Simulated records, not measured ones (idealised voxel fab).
The document below concerns the process module designated voxel ribs on slabs.
Each square cell in cross-section cut measures 5 nm, and the section as a whole is 270 nm wide.
Just so we're on the same page, the cross-sections are grids of square cells, and they're listed out in bands top to bottom, each band one or more rows deep.
First you get the band's top height and its bottom height, in nm, and then the materials it's made of, left to right, with each width in nm. If you see a single material with "full width", that one covers the band edge to edge. "air" is empty space.
Height reference: 0 = level under which incoming wafer is all one material. Lowest band: no bottom, runs on downward, e.g. "0 nm and below".
Quick explanation for "30..40": the width changes in equal steps down the rows of cells, from the first number in the band's top row to the second number in its bottom row.
Where a step carries "changes: none", the cross-section came out of it unchanged, cell for cell.
"Trapped voids" specifies each empty space that is not open to the top and that occupies no fewer than 8 cells, using the form width x height at distance, the distance measured from the left edge and all three quantities in nm.
Anything after a step's settings on that line? It's the simulator's own note about the step.
overlay nm: mask offset rightward from planned place, masked step; negative means leftward offset.

The steps planned for the process are as follows
1 RECEIVE | material Si
2 DIRECTIONAL_DEP | material SiO2 | thk nm 25
3 DIRECTIONAL_DEP | material SiN | thk nm 20
4 DIRECTIONAL_DEP | material aC | thk nm 15
5 PATTERN | tone cover | mask id RIB | material resist | width nm 15 | thk nm 35 | overlay nm 0
6 DIRECTIONAL_ETCH | etch materials aC | depth nm 15
7 STRIP | etch materials resist
8 DIRECTIONAL_ETCH | etch materials SiN | depth nm 5
9 STRIP | etch materials aC
10 MASKED_ETCH | tone cover | mask id SLAB | width nm 55 | etch materials SiN | depth nm 15 | overlay nm 0
11 FILL_DEP | material SiO2 | thk nm 15
12 CMP | height nm 55
13 DIRECTIONAL_DEP | material W | thk nm 10
14 PATTERN | tone cover | mask id HEATER | material resist | width nm 25 | thk nm 15 | overlay nm 0
15 DIRECTIONAL_ETCH | etch materials W | depth nm 10
16 STRIP | etch materials resist
17 CONFORMAL_DEP | material SiN | thk nm 5

First wafer of two (run as planned)

As-received state of the wafer in cross-section, equivalent to post-step 1
	0 nm and below  Si full width
	Trapped voids: none

Wafer xsec, post step 2
	25 nm to 0 nm  SiO2 full width
	Unchanged below 0.

Wafer xsec, post step 3
	45 nm to 25 nm  SiN full width
	Unchanged below 25.

Wafer xsec, post step 4
	60 nm to 45 nm  aC full width
	Unchanged below 45.

Wafer xsec, post step 5
	95 nm to 60 nm  125 nm air  15 nm resist  130 nm air
	Unchanged below 60.

Wafer xsec, post step 6
	80 nm to 60 nm  125 nm air  15 nm resist  130 nm air
	60 nm to 45 nm  125 nm air  15 nm aC  130 nm air
	Unchanged below 45.

Wafer xsec, post step 7
	60 nm to 45 nm  125 nm air  15 nm aC  130 nm air
	Unchanged below 45.

Wafer xsec, post step 8
	60 nm to 45 nm  125 nm air  15 nm aC  130 nm air
	45 nm to 40 nm  125 nm air  15 nm SiN  130 nm air
	Unchanged below 40.

Wafer xsec, post step 9
	45 nm to 40 nm  125 nm air  15 nm SiN  130 nm air
	Unchanged below 40.

Wafer xsec, post step 10
	45 nm to 40 nm  125 nm air  15 nm SiN  130 nm air
	40 nm to 25 nm  105 nm air  55 nm SiN  110 nm air
	Unchanged below 25.

Wafer xsec, post step 11
	60 nm to 45 nm  SiO2 full width
	45 nm to 40 nm  125 nm SiO2  15 nm SiN  130 nm SiO2
	40 nm to 25 nm  105 nm SiO2  55 nm SiN  110 nm SiO2
	Unchanged below 25.

Wafer xsec, post step 12
	55 nm to 45 nm  SiO2 full width
	Unchanged below 45.

Wafer xsec, post step 13
	65 nm to 55 nm  W full width
	Unchanged below 55.

Wafer xsec, post step 14
	80 nm to 65 nm  120 nm air  25 nm resist  125 nm air
	Unchanged below 65.

Wafer xsec, post step 15
	80 nm to 65 nm  120 nm air  25 nm resist  125 nm air
	65 nm to 55 nm  120 nm air  25 nm W  125 nm air
	Unchanged below 55.

Wafer xsec, post step 16
	65 nm to 55 nm  120 nm air  25 nm W  125 nm air
	Unchanged below 55.

Wafer xsec, post step 17
	70 nm to 65 nm  115 nm air  35 nm SiN  120 nm air
	65 nm to 60 nm  115 nm air  5 nm SiN  25 nm W  5 nm SiN  120 nm air
	60 nm to 55 nm  120 nm SiN  25 nm W  125 nm SiN
	Unchanged below 55.

Regarding the second of the two wafers: it shared the first wafer's starting condition and process plan, yet one error occurred during its execution. Its history coincides with that of the first wafer up to and including step 13

Cross-section, second wafer, at the end time the plan gives for step 14
	80 nm to 65 nm  110 nm air  25 nm resist  135 nm air
	Unchanged below 65.

Cross-section, second wafer, at the end time the plan gives for step 15
	80 nm to 65 nm  110 nm air  25 nm resist  135 nm air
	65 nm to 55 nm  110 nm air  25 nm W  135 nm air
	Unchanged below 55.

Cross-section, second wafer, at the end time the plan gives for step 16
	65 nm to 55 nm  110 nm air  25 nm W  135 nm air
	Unchanged below 55.

Cross-section, second wafer, at the end time the plan gives for step 17
	70 nm to 65 nm  105 nm air  35 nm SiN  130 nm air
	65 nm to 60 nm  105 nm air  5 nm SiN  25 nm W  5 nm SiN  130 nm air
	60 nm to 55 nm  110 nm SiN  25 nm W  135 nm SiN
	Unchanged below 55.
Deviation from plan: heads up, step 14 didn't go per plan, it actually ran as PATTERN | tone cover | mask id HEATER | material resist | width nm 25 | thk nm 15 | overlay nm -10
Upon completion, the cell count for each material on the second wafer equals that on the first, whereas the spatial distribution of those cells differs.
